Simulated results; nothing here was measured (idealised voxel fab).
process module | voxel capacitor over wiring
cross-section cut | 270 nm wide | cells 5 nm
A cross-section is a grid of square cells, given in bands from the top down. A band is one or more rows of cells.
Each band's line starts with the height of the band's top and of its bottom, in nm. Then come its materials from left to right, each with its width in nm. One material with "throughout" fills the band from edge to edge. "air" is empty space.
Height 0 is the level under which the wafer as received is all one material. The lowest band goes on downwards, as in "0 down".
A width such as "30 to 40" changes by the same amount from each row of cells to the next, from the band's top row to its bottom row.
"no change" after a step means that no cell of the cross-section changed.
closed voids: empty space of 8 cells or more with no open way to the top, each as width x height at its distance from the left edge, in nm
after a step's settings: what the simulator itself notes on the step
overlay nm, on a step with a mask: how far to the right of its planned place the mask lay; to the left if negative
plan
1 op RECEIVE | material Si
2 op CONFORMAL_DEP | material SiO2 | thk nm 10
3 op CONFORMAL_DEP | material SiN | thk nm 5
4 op DIRECTIONAL_DEP | material SiO2 | thk nm 20
5 op DIRECTIONAL_DEP | material aC | thk nm 10
6 op PATTERN | tone open | mask id METAL_1 | material resist | width nm 25 | pitch nm 80 | thk nm 25 | overlay nm 0
7 op DIRECTIONAL_ETCH | etch materials aC | depth nm 10
8 op STRIP | etch materials resist
9 op DIRECTIONAL_ETCH | etch materials SiO2 | depth nm 20
10 op DIRECTIONAL_ETCH | etch materials SiN | depth nm 5
11 op STRIP | etch materials aC
12 op CONFORMAL_DEP | material TiN | thk nm 5
13 op FILL_DEP | material Ru | thk nm 5
14 op CMP | height nm 35
15 op CONFORMAL_DEP | material SiCN | thk nm 5
16 op DIRECTIONAL_DEP | material lowk | thk nm 10
17 op PATTERN | tone open | mask id PLUG_1 | material resist | width nm 15 | thk nm 20 | overlay nm 0
18 op DIRECTIONAL_ETCH | etch materials lowk | depth nm 10
19 op DIRECTIONAL_ETCH | etch materials SiCN | depth nm 5
20 op STRIP | etch materials resist
21 op CONFORMAL_DEP | material TiN | thk nm 5
22 op FILL_DEP | material W | thk nm 10
23 op CMP | height nm 50
24 op DIRECTIONAL_DEP | material TiN | thk nm 5
25 op DIRECTIONAL_DEP | material Al2O3 | thk nm 5
26 op DIRECTIONAL_DEP | material TiN | thk nm 5
27 op DIRECTIONAL_DEP | material aC | thk nm 15
28 op PATTERN | tone cover | mask id UPPER_PLATE | material resist | width nm 60 | thk nm 35 | overlay nm 0
29 op DIRECTIONAL_ETCH | etch materials aC | depth nm 15
30 op STRIP | etch materials resist
31 op DIRECTIONAL_ETCH | etch materials TiN | depth nm 5
32 op DIRECTIONAL_ETCH | etch materials Al2O3 | depth nm 5
33 op STRIP | etch materials aC
34 op MASKED_ETCH | tone cover | mask id LOWER_PLATE | width nm 70 | etch materials TiN | depth nm 5 | overlay nm 0
35 op FILL_DEP | material SiO2 | thk nm 20
36 op CMP | height nm 80
37 op DIRECTIONAL_DEP | material aC | thk nm 15
38 op PATTERN | tone open | mask id PLUG_2 | material resist | width nm 15 | thk nm 35 | overlay nm 0
39 op DIRECTIONAL_ETCH | etch materials aC | depth nm 15
40 op STRIP | etch materials resist
41 op DIRECTIONAL_ETCH | etch materials SiO2 | depth nm 15
42 op STRIP | etch materials aC
43 op CONFORMAL_DEP | material TiN | thk nm 5
44 op FILL_DEP | material Ru | thk nm 5
45 op CMP | height nm 80
46 op CONFORMAL_DEP | material SiN | thk nm 5
first wafer, as planned
as received, after step 1
  0 down: Si throughout
  closed voids: none
after step 2
  10 to 0: SiO2 throughout
  below 0: unchanged
after step 3
  15 to 10: SiN throughout
  below 10: unchanged
after step 4
  35 to 15: SiO2 throughout
  below 15: unchanged
after step 5
  45 to 35: aC throughout
  below 35: unchanged
after step 6
  70 to 45: resist 80 | air 25 | resist 55 | air 25 | resist 85
  below 45: unchanged
after step 7
  60 to 45: resist 80 | air 25 | resist 55 | air 25 | resist 85
  45 to 35: aC 80 | air 25 | aC 55 | air 25 | aC 85
  below 35: unchanged
after step 8
  45 to 35: aC 80 | air 25 | aC 55 | air 25 | aC 85
  below 35: unchanged
after step 9
  45 to 35: aC 80 | air 25 | aC 55 | air 25 | aC 85
  35 to 15: SiO2 80 | air 25 | SiO2 55 | air 25 | SiO2 85
  below 15: unchanged
after step 10
  45 to 35: aC 80 | air 25 | aC 55 | air 25 | aC 85
  35 to 15: SiO2 80 | air 25 | SiO2 55 | air 25 | SiO2 85
  15 to 10: SiN 80 | air 25 | SiN 55 | air 25 | SiN 85
  below 10: unchanged
after step 11
  35 to 15: SiO2 80 | air 25 | SiO2 55 | air 25 | SiO2 85
  below 15: unchanged
after step 12
  40 to 35: TiN 85 | air 15 | TiN 65 | air 15 | TiN 90
  35 to 15: SiO2 80 | TiN 5 | air 15 | TiN 5 | SiO2 55 | TiN 5 | air 15 | TiN 5 | SiO2 85
  15 to 10: SiN 80 | TiN 25 | SiN 55 | TiN 25 | SiN 85
  below 10: unchanged
after step 13
  45 to 40: Ru throughout
  40 to 35: TiN 85 | Ru 15 | TiN 65 | Ru 15 | TiN 90
  35 to 15: SiO2 80 | TiN 5 | Ru 15 | TiN 5 | SiO2 55 | TiN 5 | Ru 15 | TiN 5 | SiO2 85
  below 15: unchanged
after step 14
  35 to 15: SiO2 80 | TiN 5 | Ru 15 | TiN 5 | SiO2 55 | TiN 5 | Ru 15 | TiN 5 | SiO2 85
  below 15: unchanged
after step 15
  40 to 35: SiCN throughout
  below 35: unchanged
after step 16
  50 to 40: lowk throughout
  below 40: unchanged
after step 17
  70 to 50: resist 90 | air 15 | resist 165
  below 50: unchanged
after step 18
  70 to 50: resist 90 | air 15 | resist 165
  50 to 40: lowk 90 | air 15 | lowk 165
  below 40: unchanged
after step 19
  70 to 50: resist 90 | air 15 | resist 165
  50 to 40: lowk 90 | air 15 | lowk 165
  40 to 35: SiCN 90 | air 15 | SiCN 165
  below 35: unchanged
after step 20
  50 to 40: lowk 90 | air 15 | lowk 165
  below 40: unchanged
after step 21
  55 to 50: TiN 95 | air 5 | TiN 170
  50 to 40: lowk 90 | TiN 5 | air 5 | TiN 5 | lowk 165
  40 to 35: SiCN 90 | TiN 15 | SiCN 165
  below 35: unchanged
after step 22
  65 to 55: W throughout
  55 to 50: TiN 95 | W 5 | TiN 170
  50 to 40: lowk 90 | TiN 5 | W 5 | TiN 5 | lowk 165
  below 40: unchanged
after step 23
  50 to 40: lowk 90 | TiN 5 | W 5 | TiN 5 | lowk 165
  below 40: unchanged
after step 24
  55 to 50: TiN throughout
  below 50: unchanged
after step 25
  60 to 55: Al2O3 throughout
  below 55: unchanged
after step 26
  65 to 60: TiN throughout
  below 60: unchanged
after step 27
  80 to 65: aC throughout
  below 65: unchanged
after step 28
  115 to 80: air 90 | resist 60 | air 120
  below 80: unchanged
after step 29
  100 to 80: air 90 | resist 60 | air 120
  80 to 65: air 90 | aC 60 | air 120
  below 65: unchanged
after step 30
  80 to 65: air 90 | aC 60 | air 120
  below 65: unchanged
after step 31
  80 to 65: air 90 | aC 60 | air 120
  65 to 60: air 90 | TiN 60 | air 120
  below 60: unchanged
after step 32
  80 to 65: air 90 | aC 60 | air 120
  65 to 60: air 90 | TiN 60 | air 120
  60 to 55: air 90 | Al2O3 60 | air 120
  below 55: unchanged
after step 33
  65 to 60: air 90 | TiN 60 | air 120
  below 60: unchanged
after step 34
  65 to 60: air 90 | TiN 60 | air 120
  60 to 55: air 90 | Al2O3 60 | air 120
  55 to 50: air 85 | TiN 70 | air 115
  below 50: unchanged
after step 35
  85 to 65: SiO2 throughout
  65 to 60: SiO2 90 | TiN 60 | SiO2 120
  60 to 55: SiO2 90 | Al2O3 60 | SiO2 120
  55 to 50: SiO2 85 | TiN 70 | SiO2 115
  below 50: unchanged
after step 36
  80 to 65: SiO2 throughout
  below 65: unchanged
after step 37
  95 to 80: aC throughout
  below 80: unchanged
after step 38
  130 to 95: resist 100 | air 15 | resist 155
  below 95: unchanged
after step 39
  115 to 95: resist 100 | air 15 | resist 155
  95 to 80: aC 100 | air 15 | aC 155
  below 80: unchanged
after step 40
  95 to 80: aC 100 | air 15 | aC 155
  below 80: unchanged
after step 41
  95 to 80: aC 100 | air 15 | aC 155
  80 to 65: SiO2 100 | air 15 | SiO2 155
  below 65: unchanged
after step 42
  80 to 65: SiO2 100 | air 15 | SiO2 155
  below 65: unchanged
after step 43
  85 to 80: TiN 105 | air 5 | TiN 160
  80 to 70: SiO2 100 | TiN 5 | air 5 | TiN 5 | SiO2 155
  70 to 60: SiO2 100 to 90 | TiN 15 to 60 | SiO2 155 to 120
  below 60: unchanged
after step 44
  90 to 85: Ru throughout
  85 to 80: TiN 105 | Ru 5 | TiN 160
  80 to 70: SiO2 100 | TiN 5 | Ru 5 | TiN 5 | SiO2 155
  below 70: unchanged
after step 45
  80 to 70: SiO2 100 | TiN 5 | Ru 5 | TiN 5 | SiO2 155
  below 70: unchanged
after step 46
  85 to 80: SiN throughout
  below 80: unchanged
second wafer: like start, like plan, one mistake. Through step 5 it matches the first wafer
when step 6 should have ended
  70 to 45: resist 70 | air 25 | resist 55 | air 25 | resist 95
  below 45: unchanged
when step 7 should have ended
  60 to 45: resist 70 | air 25 | resist 55 | air 25 | resist 95
  45 to 35: aC 70 | air 25 | aC 55 | air 25 | aC 95
  below 35: unchanged
when step 8 should have ended
  45 to 35: aC 70 | air 25 | aC 55 | air 25 | aC 95
  below 35: unchanged
when step 9 should have ended
  45 to 35: aC 70 | air 25 | aC 55 | air 25 | aC 95
  35 to 15: SiO2 70 | air 25 | SiO2 55 | air 25 | SiO2 95
  below 15: unchanged
when step 10 should have ended
  45 to 35: aC 70 | air 25 | aC 55 | air 25 | aC 95
  35 to 15: SiO2 70 | air 25 | SiO2 55 | air 25 | SiO2 95
  15 to 10: SiN 70 | air 25 | SiN 55 | air 25 | SiN 95
  below 10: unchanged
when step 11 should have ended
  35 to 15: SiO2 70 | air 25 | SiO2 55 | air 25 | SiO2 95
  below 15: unchanged
when step 12 should have ended
  40 to 35: TiN 75 | air 15 | TiN 65 | air 15 | TiN 100
  35 to 15: SiO2 70 | TiN 5 | air 15 | TiN 5 | SiO2 55 | TiN 5 | air 15 | TiN 5 | SiO2 95
  15 to 10: SiN 70 | TiN 25 | SiN 55 | TiN 25 | SiN 95
  below 10: unchanged
when step 13 should have ended
  45 to 40: Ru throughout
  40 to 35: TiN 75 | Ru 15 | TiN 65 | Ru 15 | TiN 100
  35 to 15: SiO2 70 | TiN 5 | Ru 15 | TiN 5 | SiO2 55 | TiN 5 | Ru 15 | TiN 5 | SiO2 95
  below 15: unchanged
when step 14 should have ended
  35 to 15: SiO2 70 | TiN 5 | Ru 15 | TiN 5 | SiO2 55 | TiN 5 | Ru 15 | TiN 5 | SiO2 95
  below 15: unchanged
when step 15 should have ended
  40 to 35: SiCN throughout
  below 35: unchanged
when step 16 should have ended
  50 to 40: lowk throughout
  below 40: unchanged
when step 17 should have ended
  70 to 50: resist 90 | air 15 | resist 165
  below 50: unchanged
when step 18 should have ended
  70 to 50: resist 90 | air 15 | resist 165
  50 to 40: lowk 90 | air 15 | lowk 165
  below 40: unchanged
when step 19 should have ended
  70 to 50: resist 90 | air 15 | resist 165
  50 to 40: lowk 90 | air 15 | lowk 165
  40 to 35: SiCN 90 | air 15 | SiCN 165
  below 35: unchanged
when step 20 should have ended
  50 to 40: lowk 90 | air 15 | lowk 165
  below 40: unchanged
when step 21 should have ended
  55 to 50: TiN 95 | air 5 | TiN 170
  50 to 40: lowk 90 | TiN 5 | air 5 | TiN 5 | lowk 165
  40 to 35: SiCN 90 | TiN 15 | SiCN 165
  below 35: unchanged
when step 22 should have ended
  65 to 55: W throughout
  55 to 50: TiN 95 | W 5 | TiN 170
  50 to 40: lowk 90 | TiN 5 | W 5 | TiN 5 | lowk 165
  below 40: unchanged
when step 23 should have ended
  50 to 40: lowk 90 | TiN 5 | W 5 | TiN 5 | lowk 165
  below 40: unchanged
when step 24 should have ended
  55 to 50: TiN throughout
  below 50: unchanged
when step 25 should have ended
  60 to 55: Al2O3 throughout
  below 55: unchanged
when step 26 should have ended
  65 to 60: TiN throughout
  below 60: unchanged
when step 27 should have ended
  80 to 65: aC throughout
  below 65: unchanged
when step 28 should have ended
  115 to 80: air 90 | resist 60 | air 120
  below 80: unchanged
when step 29 should have ended
  100 to 80: air 90 | resist 60 | air 120
  80 to 65: air 90 | aC 60 | air 120
  below 65: unchanged
when step 30 should have ended
  80 to 65: air 90 | aC 60 | air 120
  below 65: unchanged
when step 31 should have ended
  80 to 65: air 90 | aC 60 | air 120
  65 to 60: air 90 | TiN 60 | air 120
  below 60: unchanged
when step 32 should have ended
  80 to 65: air 90 | aC 60 | air 120
  65 to 60: air 90 | TiN 60 | air 120
  60 to 55: air 90 | Al2O3 60 | air 120
  below 55: unchanged
when step 33 should have ended
  65 to 60: air 90 | TiN 60 | air 120
  below 60: unchanged
when step 34 should have ended
  65 to 60: air 90 | TiN 60 | air 120
  60 to 55: air 90 | Al2O3 60 | air 120
  55 to 50: air 85 | TiN 70 | air 115
  below 50: unchanged
when step 35 should have ended
  85 to 65: SiO2 throughout
  65 to 60: SiO2 90 | TiN 60 | SiO2 120
  60 to 55: SiO2 90 | Al2O3 60 | SiO2 120
  55 to 50: SiO2 85 | TiN 70 | SiO2 115
  below 50: unchanged
when step 36 should have ended
  80 to 65: SiO2 throughout
  below 65: unchanged
when step 37 should have ended
  95 to 80: aC throughout
  below 80: unchanged
when step 38 should have ended
  130 to 95: resist 100 | air 15 | resist 155
  below 95: unchanged
when step 39 should have ended
  115 to 95: resist 100 | air 15 | resist 155
  95 to 80: aC 100 | air 15 | aC 155
  below 80: unchanged
when step 40 should have ended
  95 to 80: aC 100 | air 15 | aC 155
  below 80: unchanged
when step 41 should have ended
  95 to 80: aC 100 | air 15 | aC 155
  80 to 65: SiO2 100 | air 15 | SiO2 155
  below 65: unchanged
when step 42 should have ended
  80 to 65: SiO2 100 | air 15 | SiO2 155
  below 65: unchanged
when step 43 should have ended
  85 to 80: TiN 105 | air 5 | TiN 160
  80 to 70: SiO2 100 | TiN 5 | air 5 | TiN 5 | SiO2 155
  70 to 60: SiO2 100 to 90 | TiN 15 to 60 | SiO2 155 to 120
  below 60: unchanged
when step 44 should have ended
  90 to 85: Ru throughout
  85 to 80: TiN 105 | Ru 5 | TiN 160
  80 to 70: SiO2 100 | TiN 5 | Ru 5 | TiN 5 | SiO2 155
  below 70: unchanged
when step 45 should have ended
  80 to 70: SiO2 100 | TiN 5 | Ru 5 | TiN 5 | SiO2 155
  below 70: unchanged
when step 46 should have ended
  85 to 80: SiN throughout
  below 80: unchanged
what went wrong: step 6 ran as: op PATTERN | tone open | mask id METAL_1 | material resist | width nm 25 | pitch nm 80 | thk nm 25 | overlay nm -10
at the end the second wafer has, in cells: as many of each material as the first, in other places
